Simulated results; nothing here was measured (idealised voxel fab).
process module | voxel released beams
cross-section cut | 220 nm wide | cells 5 nm
A cross-section is a grid of square cells, given in bands from the top down. A band is one or more rows of cells.
Each band's line starts with the height of the band's top and of its bottom, in nm. Then come its materials from left to right, each with its width in nm. One material with "throughout" fills the band from edge to edge. "air" is empty space.
Height 0 is the level under which the wafer as received is all one material. The lowest band goes on downwards, as in "0 down".
A width such as "30 to 40" changes by the same amount from each row of cells to the next, from the band's top row to its bottom row.
"no change" after a step means that no cell of the cross-section changed.
closed voids: empty space of 8 cells or more with no open way to the top, each as width x height at its distance from the left edge, in nm
after a step's settings: what the simulator itself notes on the step
overlay nm, on a step with a mask: how far to the right of its planned place the mask lay; to the left if negative
plan
1 op RECEIVE | material Si
2 op CONFORMAL_DEP | material SiN | thk nm 5
3 op DIRECTIONAL_DEP | material SiO2 | thk nm 20
4 op PATTERN | tone open | mask id ANCHOR | material resist | width nm 45 | thk nm 20 | overlay nm 0
5 op DIRECTIONAL_ETCH | etch materials SiO2 | depth nm 20
6 op STRIP | etch materials resist
7 op CONFORMAL_DEP | material W | thk nm 15
8 op PATTERN | tone cover | mask id BEAM | material resist | width nm 95 | thk nm 20 | overlay nm 0
9 op DIRECTIONAL_ETCH | etch materials W | depth nm 15
10 op STRIP | etch materials resist
11 op STRIP | etch materials SiO2
first wafer, as planned
as received, after step 1
  0 down: Si throughout
  closed voids: none
after step 2
  5 to 0: SiN throughout
  below 0: unchanged
after step 3
  25 to 5: SiO2 throughout
  below 5: unchanged
after step 4
  45 to 25: resist 65 | air 45 | resist 110
  below 25: unchanged
after step 5
  45 to 25: resist 65 | air 45 | resist 110
  25 to 5: SiO2 65 | air 45 | SiO2 110
  below 5: unchanged
after step 6
  25 to 5: SiO2 65 | air 45 | SiO2 110
  below 5: unchanged
after step 7
  40 to 25: W 80 | air 15 | W 125
  25 to 20: SiO2 65 | W 15 | air 15 | W 15 | SiO2 110
  20 to 5: SiO2 65 | W 45 | SiO2 110
  below 5: unchanged
after step 8
  60 to 40: air 60 | resist 95 | air 65
  40 to 25: W 80 | resist 15 | W 125
  25 to 20: SiO2 65 | W 15 | resist 15 | W 15 | SiO2 110
  below 20: unchanged
after step 9
  60 to 40: air 60 | resist 95 | air 65
  40 to 25: air 60 | W 20 | resist 15 | W 60 | air 65
  below 25: unchanged
after step 10
  40 to 25: air 60 | W 20 | air 15 | W 60 | air 65
  25 to 20: SiO2 65 | W 15 | air 15 | W 15 | SiO2 110
  below 20: unchanged
after step 11
  40 to 25: air 60 | W 20 | air 15 | W 60 | air 65
  25 to 20: air 65 | W 15 | air 15 | W 15 | air 110
  20 to 5: air 65 | W 45 | air 110
  below 5: unchanged
second wafer: like start, like plan, one mistake. Through step 3 it matches the first wafer
when step 4 should have ended
  45 to 25: resist 55 | air 45 | resist 120
  below 25: unchanged
when step 5 should have ended
  45 to 25: resist 55 | air 45 | resist 120
  25 to 5: SiO2 55 | air 45 | SiO2 120
  below 5: unchanged
when step 6 should have ended
  25 to 5: SiO2 55 | air 45 | SiO2 120
  below 5: unchanged
when step 7 should have ended
  40 to 25: W 70 | air 15 | W 135
  25 to 20: SiO2 55 | W 15 | air 15 | W 15 | SiO2 120
  20 to 5: SiO2 55 | W 45 | SiO2 120
  below 5: unchanged
when step 8 should have ended
  60 to 40: air 60 | resist 95 | air 65
  40 to 25: W 70 | resist 15 | W 135
  25 to 20: SiO2 55 | W 15 | resist 15 | W 15 | SiO2 120
  below 20: unchanged
when step 9 should have ended
  60 to 40: air 60 | resist 95 | air 65
  40 to 25: air 60 | W 10 | resist 15 | W 70 | air 65
  below 25: unchanged
when step 10 should have ended
  40 to 25: air 60 | W 10 | air 15 | W 70 | air 65
  25 to 20: SiO2 55 | W 15 | air 15 | W 15 | SiO2 120
  below 20: unchanged
when step 11 should have ended
  40 to 25: air 60 | W 10 | air 15 | W 70 | air 65
  25 to 20: air 55 | W 15 | air 15 | W 15 | air 120
  20 to 5: air 55 | W 45 | air 120
  below 5: unchanged
what went wrong: step 4 ran as: op PATTERN | tone open | mask id ANCHOR | material resist | width nm 45 | thk nm 20 | overlay nm -10
at the end the second wafer has, in cells: as many of each material as the first, in other places
